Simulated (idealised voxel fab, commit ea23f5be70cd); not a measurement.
This is a process module. Its name is voxel tone inversion.
Xsec cut, 245 nm wide, square cell size 5 nm.
How to read a cross-section here: the picture is a grid of square cells, written as bands going from the top down, and any band can span one or more rows of cells.
Top, bottom (nm), then materials left to right with widths (nm); lone material tagged "everywhere" fills the whole band edge to edge; "blank" = empty space.
A quick word on heights: they are counted from 0, and under that level the wafer as it came to us is one material throughout. The lowest band is different from the rest in having no bottom; it simply continues downward, written as in "z 0 and below".
A width such as "30 to 40" changes by the same amount from each row of cells to the next, from the band's top row to its bottom row.
What does "everything unchanged" mean for a step? It means no cell of the cross-section changed in that step.
Entry "Trapped voids" = empty spaces >= 8 cells with no open way to the top; each as width x height at distance, distance from left edge, all nm.
It should be noted that, on the line of a given step, the content following the step's settings is a remark produced by the simulator itself with respect to that step.
overlay nm: how far to the right of its planned place the mask lay on this masked step (negative: to the left).
## Intended process steps
1. RECEIVE: material Si
2. CONFORMAL_DEP: material SiN, thk nm 5
3. DIRECTIONAL_DEP: material polySi, thk nm 15
4. PATTERN: tone cover, mask id POSTS, material resist, width nm 20, pitch nm 40, thk nm 20, overlay nm 0
5. DIRECTIONAL_ETCH: etch materials polySi, depth nm 15
6. STRIP: etch materials resist
7. FILL_DEP: material SiO2, thk nm 5
8. CMP: height nm 20
9. STRIP: etch materials polySi
## Wafer as received: cross-section following step 1
z 0 and below = Si everywhere
Trapped voids: none
## Starting wafer: above. Plan: above. Run: one mistake. Cross-section after the module: below
z 10 to 5 = SiO2=50 / blank=20 / SiO2=20 / blank=20 / SiO2=20 / blank=20 / SiO2=20 / blank=20 / SiO2=55
z 5 to 0 = SiN everywhere
z 0 and below = Si everywhere
Trapped voids: none
The plan and the run diverged here: so step 8 ended up running with a different setting than we planned, it ran as CMP: height nm 10
